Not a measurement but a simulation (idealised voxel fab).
Herein follows the process module entitled voxel self aligned contacts.
The cross-section on display is named cut; it measures 260 nm wide, and its cells are 5 nm squares.
Think of the cross-section as a grid of square cells. We describe it in bands, top to bottom, and each band covers one or more rows of those cells. Within each band entry, the heights of the top and of the bottom of the band appear first, in that order and in nm; the materials of the band then follow from left to right, each with its corresponding width in nm. The designation "full width" on a single material indicates that it fills the band from edge to edge; the designation "blank" indicates empty space. Ref level 0: as-received wafer is one material below here. Bottom band extends down with no lower bound ("from 0 down"). The two numbers in a width such as "30 to 40" mark its ends across the band: the first belongs to the top row of cells, the second to the bottom row, and from each row to the next the width moves by the same amount. Given "nothing altered" for a step, no cell of the cross-section differs between before and after that step. "Sealed internal cavities" enumerates empty spaces isolated from the top, with no open way to it, that contain at least 8 cells, giving each as width x height at distance from the left edge, all three in nm. What comes after the settings on a step's line is commentary from the simulator itself on that step. The "overlay nm" setting may appear on a step's line; for a step that uses a mask, it gives how far to the right of its planned position the mask lay, and a negative value indicates the left.
[Below is the list of planned process steps]
- 1: RECEIVE (material Si)
- 2: CONFORMAL_DEP (material SiO2; thk nm 5)
- 3: DIRECTIONAL_DEP (material polySi; thk nm 30)
- 4: DIRECTIONAL_DEP (material SiN; thk nm 25)
- 5: MASKED_ETCH (tone cover; mask id GATE; width nm 30; pitch nm 75; etch materials SiN; depth nm 25; overlay nm 0)
- 6: MASKED_ETCH (tone cover; mask id GATE; width nm 30; pitch nm 75; etch materials polySi; depth nm 30; overlay nm 0)
- 7: CONFORMAL_DEP (material SiN; thk nm 10)
- 8: DIRECTIONAL_ETCH (etch materials SiN; depth nm 10)
- 9: FILL_DEP (material SiO2; thk nm 15)
- 10: CMP (height nm 65)
- 11: MASKED_ETCH (tone open; mask id CONTACT; width nm 55; etch materials SiO2; depth nm 65; overlay nm 0)
- 12: CONFORMAL_DEP (material TiN; thk nm 5)
- 13: FILL_DEP (material W; thk nm 5)
- 14: CMP (height nm 65)
- 15: CONFORMAL_DEP (material SiN; thk nm 5)
[Cross-section: wafer on arrival = after step 1]
- from 0 down | Si full width
- Sealed internal cavities: none
[End-of-module cross-section. Starting structure and process plan as above; one mistake made in running it]
- from 70 to 65 | SiN full width
- from 65 to 60 | SiO2 (100), then TiN (55), then SiO2 (105)
- from 60 to 35 | SiN (85), then SiO2 (10), then SiN (65), then SiO2 (10), then SiN (90)
- from 35 to 5 | polySi full width
- from 5 to 0 | SiO2 full width
- from 0 down | Si full width
- Sealed internal cavities: none
Deviation from plan: step 5 off recipe, ran as MASKED_ETCH (tone open; mask id GATE; width nm 30; pitch nm 75; etch materials SiN; depth nm 25; overlay nm 0)
